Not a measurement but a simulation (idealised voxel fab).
process module | voxel transistor to metal
cross-section cut | 205 nm wide | cells 5 nm
A cross-section is a grid of square cells, given in bands from the top down. A band is one or more rows of cells.
Each band's line starts with the height of the band's top and of its bottom, in nm. Then come its materials from left to right, each with its width in nm. One material with "throughout" fills the band from edge to edge. "air" is empty space.
Height 0 is the level under which the wafer as received is all one material. The lowest band goes on downwards, as in "0 down".
A width such as "30 to 40" changes by the same amount from each row of cells to the next, from the band's top row to its bottom row.
"no change" after a step means that no cell of the cross-section changed.
closed voids: empty space of 8 cells or more with no open way to the top, each as width x height at its distance from the left edge, in nm
after a step's settings: what the simulator itself notes on the step
overlay nm, on a step with a mask: how far to the right of its planned place the mask lay; to the left if negative
plan
1 op RECEIVE | material Si
2 op CONFORMAL_DEP | material SiO2 | thk nm 5
3 op CONFORMAL_DEP | material SiN | thk nm 15
4 op MASKED_ETCH | tone cover | mask id ACTIVE | width nm 90 | etch materials SiN | depth nm 15 | overlay nm 0
5 op MASKED_ETCH | tone cover | mask id ACTIVE | width nm 90 | etch materials SiO2 | depth nm 5 | overlay nm 0
6 op MASKED_ETCH | tone cover | mask id ACTIVE | width nm 90 | etch materials Si | depth nm 35 | overlay nm 0
7 op OXIDIZE | depth nm 5
8 op FILL_DEP | material SiO2 | thk nm 5
9 op CMP | height nm 20
10 op SELECTIVE_ETCH | etch materials SiO2 | depth nm 5
11 op STRIP | etch materials SiN
12 op SELECTIVE_ETCH | etch materials SiO2 | depth nm 5
13 op OXIDIZE | depth nm 5
14 op DIRECTIONAL_DEP | material polySi | thk nm 20
15 op DIRECTIONAL_DEP | material SiCN | thk nm 10
16 op DIRECTIONAL_DEP | material aC | thk nm 10
17 op PATTERN | tone cover | mask id GATE | material resist | width nm 20 | thk nm 30 | overlay nm 0
18 op DIRECTIONAL_ETCH | etch materials aC | depth nm 10
19 op STRIP | etch materials resist
20 op DIRECTIONAL_ETCH | etch materials SiCN | depth nm 20
21 op DIRECTIONAL_ETCH | etch materials polySi | depth nm 30
22 op STRIP | etch materials aC
23 op CONFORMAL_DEP | material SiN | thk nm 10
24 op DIRECTIONAL_ETCH | etch materials SiN | depth nm 10
25 op DIRECTIONAL_ETCH | etch materials SiO2 | depth nm 5
26 op DIRECTIONAL_ETCH | etch materials Si | depth nm 5
27 op EPI | material pSi | thk nm 10
28 op FILL_DEP | material SiO2 | thk nm 5
29 op CMP | height nm 30
30 op DIRECTIONAL_DEP | material SiO2 | thk nm 15
31 op MASKED_ETCH | tone open | mask id CONTACT | width nm 15 | pitch nm 65 | etch materials SiO2 | depth nm 45 | overlay nm 0
32 op CONFORMAL_DEP | material TiN | thk nm 5
33 op FILL_DEP | material W | thk nm 10
34 op CMP | height nm 45
35 op CONFORMAL_DEP | material SiCN | thk nm 5
36 op DIRECTIONAL_DEP | material lowk | thk nm 15
37 op MASKED_ETCH | tone open | mask id METAL_1 | width nm 15 | pitch nm 65 | etch materials lowk | depth nm 15 | overlay nm 0
38 op MASKED_ETCH | tone open | mask id METAL_1 | width nm 15 | pitch nm 65 | etch materials SiCN | depth nm 5 | overlay nm 0
39 op CONFORMAL_DEP | material TiN | thk nm 5
40 op FILL_DEP | material Ru | thk nm 10
41 op CMP | height nm 65
42 op CONFORMAL_DEP | material SiN | thk nm 5
as received, after step 1
  0 down: Si throughout
  closed voids: none
first wafer at the end, as planned
  70 to 65: SiN throughout
  65 to 50: lowk 60 | TiN 5 | Ru 5 | TiN 5 | lowk 50 | TiN 5 | Ru 5 | TiN 5 | lowk 65
  50 to 45: SiCN 60 | TiN 15 | SiCN 50 | TiN 15 | SiCN 65
  45 to 30: SiO2 60 | TiN 5 | W 5 | TiN 5 | SiO2 50 | TiN 5 | W 5 | TiN 5 | SiO2 65
  30 to 20: SiO2 60 | TiN 5 | W 5 | TiN 5 | SiO2 5 | SiN 10 | SiCN 20 | SiN 10 | SiO2 5 | TiN 5 | W 5 | TiN 5 | SiO2 65
  20 to 10: SiO2 60 | TiN 5 | W 5 | TiN 5 | SiO2 5 | SiN 10 | polySi 20 | SiN 10 | SiO2 5 | TiN 5 | W 5 | TiN 5 | SiO2 65
  10 to 5: SiO2 50 | SiN 10 | TiN 15 | SiO2 5 | SiN 10 | polySi 20 | SiN 10 | SiO2 5 | TiN 15 | SiN 10 | SiO2 55
  5 to 0: SiO2 50 | SiN 10 | TiN 10 | pSi 10 | SiN 10 | polySi 20 | SiN 10 | pSi 10 | TiN 10 | SiN 10 | SiO2 55
  0 to -5: SiO2 60 | pSi 20 | SiO2 40 | pSi 20 | SiO2 65
  -5 to -10: SiO2 60 | pSi 20 | Si 40 | pSi 20 | SiO2 65
  -10 to -40: SiO2 60 | Si 80 | SiO2 65
  -40 down: Si throughout
  closed voids: none
second wafer at the end: like start, like plan, one mistake
  70 to 65: SiN throughout
  65 to 50: lowk 60 | TiN 5 | Ru 5 | TiN 5 | lowk 50 | TiN 5 | Ru 5 | TiN 5 | lowk 65
  50 to 45: SiCN 60 | TiN 15 | SiCN 50 | TiN 15 | SiCN 65
  45 to 30: SiO2 60 | TiN 5 | W 5 | TiN 5 | SiO2 50 | TiN 5 | W 5 | TiN 5 | SiO2 65
  30 to 25: SiO2 60 | TiN 5 | W 5 | TiN 5 | SiO2 15 | SiCN 20 | SiO2 15 | TiN 5 | W 5 | TiN 5 | SiO2 65
  25 to 20: SiO2 60 | TiN 5 | W 5 | TiN 5 | SiO2 5 | SiN 10 | SiCN 20 | SiN 10 | SiO2 5 | TiN 5 | W 5 | TiN 5 | SiO2 65
  20 to 10: SiO2 60 | TiN 5 | W 5 | TiN 5 | SiO2 5 | SiN 10 | polySi 20 | SiN 10 | SiO2 5 | TiN 5 | W 5 | TiN 5 | SiO2 65
  10 to 5: SiO2 60 | TiN 15 | SiO2 5 | SiN 10 | polySi 20 | SiN 10 | SiO2 5 | TiN 15 | SiO2 65
  5 to 0: SiO2 50 | SiN 10 | TiN 10 | pSi 10 | SiN 10 | polySi 20 | SiN 10 | pSi 10 | TiN 10 | SiN 10 | SiO2 55
  0 to -5: SiO2 60 | pSi 20 | SiO2 40 | pSi 20 | SiO2 65
  -5 to -10: SiO2 60 | pSi 20 | Si 40 | pSi 20 | SiO2 65
  -10 to -40: SiO2 60 | Si 80 | SiO2 65
  -40 down: Si throughout
  closed voids: none
what went wrong: step 24 ran as: op DIRECTIONAL_ETCH | etch materials SiN | depth nm 15
at the end the second wafer has, in cells: 8 fewer of SiN | 8 more of SiO2
